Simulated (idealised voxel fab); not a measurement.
Process module in this document: voxel self aligned vias
Section cut is 245 nm wide and gridded with 5 nm square cells.
Format of a cross-section: grid, square cells. Given as bands. Order: top down. Band: one or more rows of cells. Heads up on the band format: heights come first, top then bottom, in nm. After that it's the materials left to right, each with its width in nm. A single material flagged "edge to edge" fills the whole band edge to edge, and "empty" means there's empty space there. Heights are measured from 0, the level below which the as-received wafer is all one material; the lowest band has no bottom and continues downward, written as in "0 down". Top row gets the first number, bottom row gets the second, and each row in between changes by the same step: that is how a band width like "30->40" works. Step marked "all unchanged"? Then no cell in the cross-section changed in it. In "Enclosed voids" the enclosed voids are listed, meaning empty spaces of 8 cells or larger without any opening to the top. The form is width x height at distance, distance from the left edge, units nm. Whatever follows a step's settings on its line is a remark the simulator itself makes about that step. overlay nm: on a step with a mask, how far right of its planned place the mask lay; negative means left.

Steps in the process plan:
1. RECEIVE, material Si
2. CONFORMAL_DEP, material SiO2, thk nm 15
3. CONFORMAL_DEP, material SiCN, thk nm 5
4. DIRECTIONAL_DEP, material SiO2, thk nm 20
5. MASKED_ETCH, tone open, mask id LINES, width nm 25, pitch nm 60, etch materials SiO2, depth nm 20, overlay nm 0
6. CONFORMAL_DEP, material TiN, thk nm 5
7. FILL_DEP, material W, thk nm 10
8. CMP, height nm 40
9. SELECTIVE_ETCH, etch materials W Ru TiN, depth nm 10
10. FILL_DEP, material SiN, thk nm 5
11. CMP, height nm 40
12. DIRECTIONAL_DEP, material SiO2, thk nm 15
13. MASKED_ETCH, tone open, mask id VIAS, width nm 45, pitch nm 60, etch materials SiO2, depth nm 15, overlay nm 0
14. MASKED_ETCH, tone open, mask id VIAS, width nm 45, pitch nm 60, etch materials SiN, depth nm 10, overlay nm 0
15. CONFORMAL_DEP, material TiN, thk nm 5
16. FILL_DEP, material Cu, thk nm 10
17. CMP, height nm 55
18. CONFORMAL_DEP, material SiCN, thk nm 5

as received, after step 1:
- 0 down = Si edge to edge
- Enclosed voids: none

a wafer at the end: this start, this plan, one mistake:
- 60 to 55 = SiCN edge to edge
- 55 to 45 = SiO2 70 nm, TiN 5 nm, Cu 35 nm, TiN 5 nm, SiO2 15 nm, TiN 5 nm, Cu 35 nm, TiN 5 nm, SiO2 70 nm
- 45 to 35 = SiO2 70->75 nm, TiN 10->5 nm, Cu 25 nm, TiN 10->5 nm, SiO2 15->25 nm, TiN 10->5 nm, Cu 25 nm, TiN 10->5 nm, SiO2 70->75 nm
- 35 to 30 = SiO2 75 nm, TiN 35 nm, SiO2 25 nm, TiN 35 nm, SiO2 75 nm
- 30 to 25 = SiO2 75 nm, TiN 5 nm, W 25 nm, TiN 5 nm, SiO2 25 nm, TiN 5 nm, W 25 nm, TiN 5 nm, SiO2 75 nm
- 25 to 20 = SiO2 75 nm, TiN 35 nm, SiO2 25 nm, TiN 35 nm, SiO2 75 nm
- 20 to 15 = SiCN edge to edge
- 15 to 0 = SiO2 edge to edge
- 0 down = Si edge to edge
- Enclosed voids: none
Where did the run depart from the plan? for step 5, the planned setting was not used; the step was instead run as MASKED_ETCH, tone open, mask id LINES, width nm 35, pitch nm 60, etch materials SiO2, depth nm 20, overlay nm 0
